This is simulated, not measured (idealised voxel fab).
The name of this process module is voxel air gaps.
Each square cell in cross-section cut measures 5 nm, and the section as a whole is 170 nm wide.
Cross-sections here: square-cell grids, written as top-down lists of bands, a band being one or more rows of cells. Heights first: top, then bottom, in nm. Then materials, left to right, each with a width in nm. "edge to edge" on a single material: fills the band edge to edge. "empty": empty space. Height reference: 0 = level under which incoming wafer is all one material. Lowest band: no bottom, runs on downward, e.g. "0 nm and below". Quick explanation for "30->40": the width changes in equal steps down the rows of cells, from the first number in the band's top row to the second number in its bottom row. Step marked "no alteration"? Then no cell in the cross-section changed in it. Listed in "Closed void register": every empty space of 8 or more cells without an open way to the top. Form: width x height at distance, the distance being from the left edge, all in nm. That trailing text on a step's line, after the settings, is the simulator's own remark on the step. The optional step-line setting "overlay nm" applies to steps with a mask and quantifies how far to the right of its planned location the mask lay, a negative value indicating leftward placement.
INTENDED PROCESS STEPS
1 RECEIVE,material Si
2 CONFORMAL_DEP,material SiO2,thk nm 10
3 CONFORMAL_DEP,material SiN,thk nm 5
4 DIRECTIONAL_DEP,material SiO2,thk nm 40
5 PATTERN,tone open,mask id LINES,material resist,width nm 25,pitch nm 50,thk nm 20,overlay nm -5
6 DIRECTIONAL_ETCH,etch materials SiO2,depth nm 40
7 STRIP,etch materials resist
8 CONFORMAL_DEP,material TiN,thk nm 5
9 FILL_DEP,material Cu,thk nm 5
10 CMP,height nm 55
11 EPI,material Ru,thk nm 10
12 SELECTIVE_ETCH,etch materials SiO2,depth nm 50
13 CONFORMAL_DEP,material SiN,thk nm 5
Every wafer here starts from the same state; it is the step 5 overlay nm that distinguishes them, and the value the plan gives belongs to the first wafer.
CROSS-SECTION OF THE FIRST OF SEVERAL RECEIVED WAFERS, SHOWING ITS STATE AFTER STEP 1
* 0 nm and below: Si edge to edge
* Closed void register: none
TABLE: WAFERS, A ROW EACH; END-OF-MODULE CELL CHANGE PER MATERIAL SINCE RECEIPT, GAIN (+), LOSS (-); THEN CLOSED VOIDS
overlay nm -5 | +63 Cu | +54 Ru | +144 SiN | +68 SiO2 | +57 TiN | Closed void register: 10 x 30 at 0; 15 x 30 at 45; 15 x 30 at 95
overlay nm 0 | +63 Cu | +54 Ru | +144 SiN | +68 SiO2 | +57 TiN | Closed void register: 15 x 30 at 50; 15 x 30 at 100
overlay nm 5 | +63 Cu | +54 Ru | +144 SiN | +68 SiO2 | +57 TiN | Closed void register: 15 x 30 at 55; 15 x 30 at 105
overlay nm 10 | +63 Cu | +54 Ru | +144 SiN | +68 SiO2 | +57 TiN | Closed void register: 15 x 30 at 60; 15 x 30 at 110; 10 x 30 at 160
